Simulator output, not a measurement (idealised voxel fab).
Process module heading - voxel transistor to metal
Cross-section cut: width 195 nm, square cells of 5 nm.
Format of a cross-section: grid, square cells. Given as bands. Order: top down. Band: one or more rows of cells.
Top height, bottom height, nm. Materials left to right, width each, nm. Single material + "throughout" = fills band edge to edge. "air" = empty.
Heights are expressed relative to 0, this being the level below which the as-received wafer comprises one material exclusively. The lowest band is unbounded in the downward direction and is denoted as in "top 0, no bottom".
When a width is written as two numbers, as in "30->40", the first number is the width in the top row of cells of the band and the second is the width in its bottom row, and the width changes by the same amount from each row to the next.
The designation "everything unchanged", where it is given for a processing step, indicates that no cell of the cross-section was altered in the course of that step.
You'll see "Closed cavities" listing empty spaces that have no way open to the top, as long as they're 8 cells or more; the notation is width x height at distance, where the distance is from the left edge, and all of it is in nm.
Post-settings text on a step line: simulator's own remark regarding the step.
The "overlay nm" setting may appear on a step's line; for a step that uses a mask, it gives how far to the right of its planned position the mask lay, and a negative value indicates the left.

Process steps - plan
1: op RECEIVE | material Si
2: op OXIDIZE | depth nm 5
3: op CONFORMAL_DEP | material SiN | thk nm 10
4: op PATTERN | tone cover | mask id ACTIVE | material resist | width nm 115 | thk nm 20 | overlay nm 0
5: op DIRECTIONAL_ETCH | etch materials SiN | depth nm 10
6: op DIRECTIONAL_ETCH | etch materials SiO2 | depth nm 5
7: op DIRECTIONAL_ETCH | etch materials Si | depth nm 35
8: op STRIP | etch materials resist
9: op FILL_DEP | material SiO2 | thk nm 5
10: op CMP | height nm 10
11: op SELECTIVE_ETCH | etch materials SiO2 | depth nm 10
12: op STRIP | etch materials SiN
13: op SELECTIVE_ETCH | etch materials SiO2 | depth nm 5
14: op OXIDIZE | depth nm 5
15: op DIRECTIONAL_DEP | material polySi | thk nm 20
16: op DIRECTIONAL_DEP | material SiCN | thk nm 10
17: op MASKED_ETCH | tone cover | mask id GATE | width nm 25 | etch materials SiCN | depth nm 20 | overlay nm 0
18: op MASKED_ETCH | tone cover | mask id GATE | width nm 25 | etch materials polySi | depth nm 30 | overlay nm 0
19: op CONFORMAL_DEP | material SiN | thk nm 10
20: op DIRECTIONAL_ETCH | etch materials SiN | depth nm 10
21: op DIRECTIONAL_ETCH | etch materials SiO2 | depth nm 5
22: op DIRECTIONAL_ETCH | etch materials Si | depth nm 10
23: op EPI | material SiGe | thk nm 10
24: op FILL_DEP | material SiO2 | thk nm 5
25: op CMP | height nm 15
26: op STRIP | etch materials polySi
27: op SELECTIVE_ETCH | etch materials SiO2 | depth nm 5
28: op CONFORMAL_DEP | material HfO2 | thk nm 5
29: op CONFORMAL_DEP | material TiN | thk nm 5
30: op FILL_DEP | material W | thk nm 10
31: op CMP | height nm 10
32: op DIRECTIONAL_DEP | material SiO2 | thk nm 15
33: op MASKED_ETCH | tone open | mask id CONTACT | width nm 20 | pitch nm 75 | etch materials SiO2 | depth nm 35 | overlay nm 0
34: op CONFORMAL_DEP | material TiN | thk nm 5
35: op FILL_DEP | material W | thk nm 10
36: op CMP | height nm 25
37: op DIRECTIONAL_DEP | material TiN | thk nm 5
38: op DIRECTIONAL_DEP | material W | thk nm 20
39: op PATTERN | tone cover | mask id METAL_1 | material resist | width nm 20 | pitch nm 75 | thk nm 15 | overlay nm 0
40: op DIRECTIONAL_ETCH | etch materials W | depth nm 20
41: op DIRECTIONAL_ETCH | etch materials TiN | depth nm 5
42: op STRIP | etch materials resist
43: op CONFORMAL_DEP | material SiN | thk nm 5
44: op FILL_DEP | material lowk | thk nm 5
45: op CMP | height nm 50
46: op CONFORMAL_DEP | material SiCN | thk nm 5

Cross-section: wafer on arrival = after step 1
* top 0, no bottom = Si throughout
* Closed cavities: none

Final wafer profile in cross-section after the module, from the same start and plan as above, with one mistake made during processing
* top 55, bottom 50 = SiCN throughout
* top 50, bottom 45 = 50 nm SiN, then 20 nm TiN, then 55 nm SiN, then 20 nm TiN, then 50 nm SiN
* top 45, bottom 25 = W throughout
* top 25, bottom 10 = 50 nm SiO2, then 5 nm TiN, then 10 nm W, then 5 nm TiN, then 55 nm SiO2, then 5 nm TiN, then 10 nm W, then 5 nm TiN, then 50 nm SiO2
* top 10, bottom 0 = 50 nm SiO2, then 5 nm TiN, then 10->5 nm W, then 5->10 nm TiN, then 5 nm SiO2, then 10 nm SiN, then 5 nm HfO2, then 5 nm TiN, then 5 nm W, then 5 nm TiN, then 5 nm HfO2, then 10 nm SiN, then 5 nm SiO2, then 5->10 nm TiN, then 10->5 nm W, then 5 nm TiN, then 50 nm SiO2
* top 0, bottom -5 = 50 nm SiO2, then 5 nm TiN, then 5 nm W, then 5 nm TiN, then 10 nm SiGe, then 10 nm SiN, then 5 nm HfO2, then 15 nm TiN, then 5 nm HfO2, then 10 nm SiN, then 10 nm SiGe, then 5 nm TiN, then 5 nm W, then 5 nm TiN, then 50 nm SiO2
* top -5, bottom -10 = 50 nm SiO2, then 15 nm TiN, then 10 nm SiGe, then 5 nm SiO2, then 35 nm HfO2, then 5 nm SiO2, then 10 nm SiGe, then 15 nm TiN, then 50 nm SiO2
* top -10, bottom -20 = 40 nm SiO2, then 35 nm SiGe, then 45 nm Si, then 35 nm SiGe, then 40 nm SiO2
* top -20, bottom -40 = 40 nm SiO2, then 115 nm Si, then 40 nm SiO2
* top -40, no bottom = Si throughout
* Closed cavities: none
Here's what went sideways: steps 37 and 38 of the plan were run in the wrong order, each in the other's place
